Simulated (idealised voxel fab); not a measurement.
Module name: voxel self aligned contacts (process module)
The cross-section on display is named cut; it measures 300 nm wide, and its cells are 5 nm squares.
Throughout this document, each cross-section is represented as a grid of square cells and is presented as a sequence of bands enumerated from the top downward, where a band comprises one or more rows of cells. It is stipulated that each band's entry specify, in nanometres, the height of the top of the band and then that of its bottom, followed by the materials of the band in left-to-right sequence, each together with its width in nanometres. A single material marked by the word "everywhere" is understood to fill the band from edge to edge; the word "air" is understood to denote empty space. Measure heights from 0. That's the level where, below it, the as-received wafer is all one material. The lowest band is bottomless and extends downward; write it as in "0 down". The notation "30 to 40" denotes a width that varies across the rows of cells in the band, beginning at the first number in the top row, finishing at the second number in the bottom row, and changing by an identical amount from each row to the next. Step marked "no change occurred"? Then no cell in the cross-section changed in it. "Enclosed cavity list": sealed empty spaces, 8 cells or more, no open way to top, listed width x height at distance, with distance from the left edge and width, height and distance in nm. Formally, on a step line, whatever follows the settings is a remark that the simulator itself makes on the step. overlay nm: where the mask lay relative to plan, measured to the right, on steps with a mask; negatives go left.
Set out below are the planned steps of the process
1: RECEIVE,material Si
2: CONFORMAL_DEP,material SiO2,thk nm 5
3: DIRECTIONAL_DEP,material polySi,thk nm 20
4: DIRECTIONAL_DEP,material SiN,thk nm 15
5: PATTERN,tone cover,mask id GATE,material resist,width nm 25,pitch nm 60,thk nm 15,overlay nm 0
6: DIRECTIONAL_ETCH,etch materials SiN,depth nm 15
7: DIRECTIONAL_ETCH,etch materials polySi,depth nm 20
8: STRIP,etch materials resist
9: CONFORMAL_DEP,material SiN,thk nm 5
10: DIRECTIONAL_ETCH,etch materials SiN,depth nm 5
11: FILL_DEP,material SiO2,thk nm 15
12: CMP,height nm 50
13: PATTERN,tone open,mask id CONTACT,material resist,width nm 45,pitch nm 60,thk nm 15,overlay nm 0
14: DIRECTIONAL_ETCH,etch materials SiO2,depth nm 50
15: STRIP,etch materials resist
16: CONFORMAL_DEP,material TiN,thk nm 5
17: FILL_DEP,material W,thk nm 10
18: CMP,height nm 50
19: CONFORMAL_DEP,material SiCN,thk nm 5
So this is the incoming wafer in cross-section - it's already been through step 1
  0 down  Si everywhere
  Enclosed cavity list: none
Cross-sectional result after module completion. Note: starting condition and plan are unchanged from above; one processing mistake was made
  70 to 65  SiCN everywhere
  65 to 55  W everywhere
  55 to 50  TiN (100) / W (35) / TiN (25) / W (35) / TiN (105)
  50 to 40  SiO2 (95) / TiN (5 to 15) / W (35 to 15) / TiN (5 to 15) / SiO2 (15) / TiN (5 to 15) / W (35 to 15) / TiN (5 to 15) / SiO2 (100)
  40 to 25  SiO2 (70) / SiN (35) / TiN (5) / W (15) / TiN (5) / SiN (35) / TiN (5) / W (15) / TiN (5) / SiN (35) / SiO2 (75)
  25 to 5  SiO2 (70) / SiN (5) / polySi (25) / SiN (5) / TiN (5) / W (15) / TiN (5) / SiN (5) / polySi (25) / SiN (5) / TiN (5) / W (15) / TiN (5) / SiN (5) / polySi (25) / SiN (5) / SiO2 (75)
  5 to 0  SiO2 (105) / TiN (25) / SiO2 (35) / TiN (25) / SiO2 (110)
  0 down  Si everywhere
  Enclosed cavity list: none
What broke from the plan during processing? step 18 of the plan was omitted and not executed
